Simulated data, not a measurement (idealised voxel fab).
This section sets out a process module, namely voxel spacer lines.
Section cut is 220 nm wide and gridded with 5 nm square cells.
How to read a cross-section here: the picture is a grid of square cells, written as bands going from the top down, and any band can span one or more rows of cells.
Top height, bottom height, nm. Materials left to right, width each, nm. Single material + "throughout" = fills band edge to edge. "empty" = empty.
The level at which height equals 0 is the one under which the wafer, as it arrives, is entirely one material. No lower edge exists for the bottom band, which continues downward and is notated as in "from 0 down".
Note: "30->40" means the width goes from the first number (top row of the band) to the second number (bottom row) in equal steps per row of cells.
The cross-section has no changed cell in any step marked "remained the same".
If an empty space has no open way to the top and is at least 8 cells in size, "Enclosed void listing" lists it, written width x height at distance, where distance is measured from the left edge and every value is in nm.
Note: text after step settings on the step line = simulator remark on that step.
Among the settings permitted on a step's line is "overlay nm"; applied to a step with a mask, it specifies the extent to which the mask lay to the right of its planned position, whereas a negative figure signifies a position to the left.
The steps planned for the process are as follows:
- 1: RECEIVE: material Si
- 2: CONFORMAL_DEP: material Al2O3, thk nm 5
- 3: DIRECTIONAL_DEP: material SiN, thk nm 15
- 4: DIRECTIONAL_DEP: material polySi, thk nm 25
- 5: PATTERN: tone cover, mask id MANDREL, material resist, width nm 20, pitch nm 70, thk nm 35, overlay nm 0
- 6: DIRECTIONAL_ETCH: etch materials polySi, depth nm 25
- 7: STRIP: etch materials resist
- 8: CONFORMAL_DEP: material SiO2, thk nm 15
- 9: DIRECTIONAL_ETCH: etch materials SiO2, depth nm 15
- 10: STRIP: etch materials polySi
- 11: DIRECTIONAL_ETCH: etch materials SiN, depth nm 15
- 12: STRIP: etch materials SiO2
- 13: FILL_DEP: material lowk, thk nm 10
- 14: CMP: height nm 20
Cross-section of the wafer upon arrival, representing the state reached after step 1:
  from 0 down: Si throughout
  Enclosed void listing: none
Look at the cross-section after the module: the wafer started out the way shown above and the plan was the one shown above, yet one mistake was made along the way:
  from 20 to 5: 60 lowk | 15 SiN | 20 lowk | 15 SiN | 20 lowk | 15 SiN | 20 lowk | 15 SiN | 40 lowk
  from 5 to 0: Al2O3 throughout
  from 0 down: Si throughout
  Enclosed void listing: none
Deviation from plan: so step 5 ended up running with a different setting than we planned, it ran as PATTERN: tone cover, mask id MANDREL, material resist, width nm 20, pitch nm 70, thk nm 35, overlay nm 10
